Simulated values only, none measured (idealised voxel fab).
process module | voxel local oxidation
cross-section cut | 240 nm wide | cells 5 nm
A cross-section is a grid of square cells, given in bands from the top down. A band is one or more rows of cells.
Each band's line starts with the height of the band's top and of its bottom, in nm. Then come its materials from left to right, each with its width in nm. One material with "throughout" fills the band from edge to edge. "air" is empty space.
Height 0 is the level under which the wafer as received is all one material. The lowest band goes on downwards, as in "0 down".
A width such as "30 to 40" changes by the same amount from each row of cells to the next, from the band's top row to its bottom row.
"no change" after a step means that no cell of the cross-section changed.
closed voids: empty space of 8 cells or more with no open way to the top, each as width x height at its distance from the left edge, in nm
after a step's settings: what the simulator itself notes on the step
overlay nm, on a step with a mask: how far to the right of its planned place the mask lay; to the left if negative
plan
1 op RECEIVE | material Si
2 op CONFORMAL_DEP | material SiO2 | thk nm 5
3 op CONFORMAL_DEP | material SiN | thk nm 10
4 op PATTERN | tone cover | mask id ACTIVE | material resist | width nm 95 | thk nm 15 | overlay nm 0
5 op DIRECTIONAL_ETCH | etch materials SiN | depth nm 10
6 op STRIP | etch materials resist
7 op SELECTIVE_ETCH | etch materials SiO2 | depth nm 5
8 op OXIDIZE | depth nm 10
9 op STRIP | etch materials SiN
as received, after step 1
  0 down: Si throughout
  closed voids: none
first wafer at the end, as planned
  5 to 0: air 75 | SiO2 85 | air 80
  0 to -10: SiO2 85 | Si 65 | SiO2 90
  -10 down: Si throughout
  closed voids: none
second wafer at the end: like start, like plan, one mistake
  5 to 0: air 70 | SiO2 95 | air 75
  0 to -10: SiO2 80 | Si 75 | SiO2 85
  -10 down: Si throughout
  closed voids: none
what went wrong: step 4 ran as: op PATTERN | tone cover | mask id ACTIVE | material resist | width nm 105 | thk nm 15 | overlay nm 0
at the end the second wafer has, in cells: 4 more of Si | 2 fewer of SiO2
